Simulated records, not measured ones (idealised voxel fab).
Process module heading - voxel capacitor over wiring
For reference, the cross-section in this document is cut, with width 195 nm and square cells of 5 nm.
The cross-sections in this document take the form of a grid made of square cells. They are written out as bands, in order from top to bottom. Each band consists of one or more rows of cells.
Quick guide to a band line: top height, bottom height (nm) up front; then every material left to right with its width in nm. Only one material and it's marked "all across"? Then it fills the band edge to edge. And "air" just means empty space.
Measure heights from 0. That's the level where, below it, the as-received wafer is all one material. The lowest band is bottomless and extends downward; write it as in "0 down".
You'd read "30 to 40" like this: the band's top row of cells is as wide as the first number, its bottom row is as wide as the second, and going down, every row changes width by the same amount as the row before did.
Key: "no alterations made" - step with no changed cell in the cross-section.
Empty spaces without an open route to the top, at least 8 cells in extent, make up the entry "Sealed internal cavities"; each is given as width x height at distance, where the distance is measured from the left edge, and all are in nm.
Step line, after settings: the simulator's comment on this step.
"overlay nm" answers the question of how far to the right of plan the mask lay on a step that has a mask, and when it is negative the answer is to the left.
Planned step list for the process:
- 1: op RECEIVE | material Si
- 2: op CONFORMAL_DEP | material SiO2 | thk nm 15
- 3: op CONFORMAL_DEP | material SiCN | thk nm 5
- 4: op DIRECTIONAL_DEP | material lowk | thk nm 20
- 5: op MASKED_ETCH | tone open | mask id METAL_1 | width nm 20 | pitch nm 80 | etch materials lowk | depth nm 20 | overlay nm 0
- 6: op MASKED_ETCH | tone open | mask id METAL_1 | width nm 20 | pitch nm 80 | etch materials SiCN | depth nm 5 | overlay nm 0
- 7: op CONFORMAL_DEP | material TiN | thk nm 5
- 8: op FILL_DEP | material Cu | thk nm 5
- 9: op CMP | height nm 40
- 10: op CONFORMAL_DEP | material SiCN | thk nm 5
- 11: op DIRECTIONAL_DEP | material lowk | thk nm 20
- 12: op DIRECTIONAL_DEP | material aC | thk nm 10
- 13: op PATTERN | tone open | mask id PLUG_1 | material resist | width nm 15 | thk nm 25 | overlay nm 0
- 14: op DIRECTIONAL_ETCH | etch materials aC | depth nm 10
- 15: op STRIP | etch materials resist
- 16: op DIRECTIONAL_ETCH | etch materials lowk | depth nm 20
- 17: op DIRECTIONAL_ETCH | etch materials SiCN | depth nm 5
- 18: op STRIP | etch materials aC
- 19: op CONFORMAL_DEP | material TiN | thk nm 5
- 20: op FILL_DEP | material Ru | thk nm 10
- 21: op CMP | height nm 65
- 22: op DIRECTIONAL_DEP | material TiN | thk nm 5
- 23: op DIRECTIONAL_DEP | material Al2O3 | thk nm 5
- 24: op DIRECTIONAL_DEP | material TiN | thk nm 10
- 25: op MASKED_ETCH | tone cover | mask id UPPER_PLATE | width nm 65 | etch materials TiN | depth nm 10 | overlay nm 0
- 26: op MASKED_ETCH | tone cover | mask id UPPER_PLATE | width nm 65 | etch materials Al2O3 | depth nm 5 | overlay nm 0
- 27: op MASKED_ETCH | tone cover | mask id LOWER_PLATE | width nm 75 | etch materials TiN | depth nm 5 | overlay nm 0
- 28: op FILL_DEP | material SiO2 | thk nm 15
- 29: op CMP | height nm 95
- 30: op PATTERN | tone open | mask id PLUG_2 | material resist | width nm 15 | thk nm 15 | overlay nm 0
- 31: op DIRECTIONAL_ETCH | etch materials SiO2 | depth nm 10
- 32: op STRIP | etch materials resist
- 33: op CONFORMAL_DEP | material TiN | thk nm 5
- 34: op FILL_DEP | material W | thk nm 5
- 35: op CMP | height nm 95
- 36: op CONFORMAL_DEP | material SiCN | thk nm 5
As-received state of the wafer in cross-section, equivalent to post-step 1:
	0 down: Si all across
	Sealed internal cavities: none
One mistake in running the module, otherwise start and plan as above: cross-section at the end:
	100 to 95: SiCN all across
	95 to 90: 60 of SiO2, 5 of TiN, 5 of W, 5 of TiN, 120 of SiO2
	90 to 85: 60 of SiO2, 15 of TiN, 120 of SiO2
	85 to 80: 50 of SiO2, 65 of Al2O3, 80 of SiO2
	80 to 75: 45 of SiO2, 75 of TiN, 75 of SiO2
	75 to 65: TiN all across
	65 to 45: 50 of lowk, 5 of TiN, 5 of Ru, 5 of TiN, 130 of lowk
	45 to 40: 50 of SiCN, 15 of TiN, 130 of SiCN
	40 to 20: 45 of lowk, 5 of TiN, 10 of Cu, 5 of TiN, 60 of lowk, 5 of TiN, 10 of Cu, 5 of TiN, 50 of lowk
	20 to 15: 45 of SiCN, 20 of TiN, 60 of SiCN, 20 of TiN, 50 of SiCN
	15 to 0: SiO2 all across
	0 down: Si all across
	Sealed internal cavities: none
What went wrong in running the wafer? steps 23 and 24 got flipped, so each one ran where the other should have
